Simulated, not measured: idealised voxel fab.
process module | voxel double patterning
cross-section cut | 195 nm wide | cells 5 nm
A cross-section is a grid of square cells, given in bands from the top down. A band is one or more rows of cells.
Each band's line starts with the height of the band's top and of its bottom, in nm. Then come its materials from left to right, each with its width in nm. One material with "throughout" fills the band from edge to edge. "air" is empty space.
Height 0 is the level under which the wafer as received is all one material. The lowest band goes on downwards, as in "0 down".
A width such as "30 to 40" changes by the same amount from each row of cells to the next, from the band's top row to its bottom row.
"no change" after a step means that no cell of the cross-section changed.
closed voids: empty space of 8 cells or more with no open way to the top, each as width x height at its distance from the left edge, in nm
after a step's settings: what the simulator itself notes on the step
overlay nm, on a step with a mask: how far to the right of its planned place the mask lay; to the left if negative
plan
1 op RECEIVE | material Si
2 op CONFORMAL_DEP | material SiO2 | thk nm 5
3 op DIRECTIONAL_DEP | material polySi | thk nm 10
4 op DIRECTIONAL_DEP | material SiCN | thk nm 10
5 op MASKED_ETCH | tone open | mask id FIRST | width nm 15 | pitch nm 50 | etch materials SiCN | depth nm 10 | overlay nm 0
6 op PATTERN | tone open | mask id SECOND | material resist | width nm 15 | thk nm 15 | overlay nm 0
7 op DIRECTIONAL_ETCH | etch materials SiCN | depth nm 10
8 op STRIP | etch materials resist
9 op DIRECTIONAL_ETCH | etch materials polySi | depth nm 10
10 op STRIP | etch materials SiCN
first wafer, as planned
as received, after step 1
  0 down: Si throughout
  closed voids: none
after step 2
  5 to 0: SiO2 throughout
  below 0: unchanged
after step 3
  15 to 5: polySi throughout
  below 5: unchanged
after step 4
  25 to 15: SiCN throughout
  below 15: unchanged
after step 5
  25 to 15: SiCN 65 | air 15 | SiCN 35 | air 15 | SiCN 65
  below 15: unchanged
after step 6
  40 to 25: resist 90 | air 15 | resist 90
  25 to 15: SiCN 65 | resist 15 | SiCN 35 | resist 15 | SiCN 65
  below 15: unchanged
after step 7
  40 to 25: resist 90 | air 15 | resist 90
  25 to 15: SiCN 65 | resist 15 | SiCN 10 | air 15 | SiCN 10 | resist 15 | SiCN 65
  below 15: unchanged
after step 8
  25 to 15: SiCN 65 | air 15 | SiCN 10 | air 15 | SiCN 10 | air 15 | SiCN 65
  below 15: unchanged
after step 9
  25 to 15: SiCN 65 | air 15 | SiCN 10 | air 15 | SiCN 10 | air 15 | SiCN 65
  15 to 5: polySi 65 | air 15 | polySi 10 | air 15 | polySi 10 | air 15 | polySi 65
  below 5: unchanged
after step 10
  15 to 5: polySi 65 | air 15 | polySi 10 | air 15 | polySi 10 | air 15 | polySi 65
  below 5: unchanged
second wafer: like start, like plan, one mistake. Through step 1 it matches the first wafer
when step 2 should have ended
  10 to 0: polySi throughout
  below 0: unchanged
when step 3 should have ended
  15 to 10: SiO2 throughout
  below 10: unchanged
when step 4 should have ended
  25 to 15: SiCN throughout
  below 15: unchanged
when step 5 should have ended
  25 to 15: SiCN 65 | air 15 | SiCN 35 | air 15 | SiCN 65
  below 15: unchanged
when step 6 should have ended
  40 to 25: resist 90 | air 15 | resist 90
  25 to 15: SiCN 65 | resist 15 | SiCN 35 | resist 15 | SiCN 65
  below 15: unchanged
when step 7 should have ended
  40 to 25: resist 90 | air 15 | resist 90
  25 to 15: SiCN 65 | resist 15 | SiCN 10 | air 15 | SiCN 10 | resist 15 | SiCN 65
  below 15: unchanged
when step 8 should have ended
  25 to 15: SiCN 65 | air 15 | SiCN 10 | air 15 | SiCN 10 | air 15 | SiCN 65
  below 15: unchanged
when step 9 should have ended: no change
when step 10 should have ended
  15 to 10: SiO2 throughout
  below 10: unchanged
what went wrong: steps 2 and 3 were swapped
at the end the second wafer has, in cells: 18 more of polySi
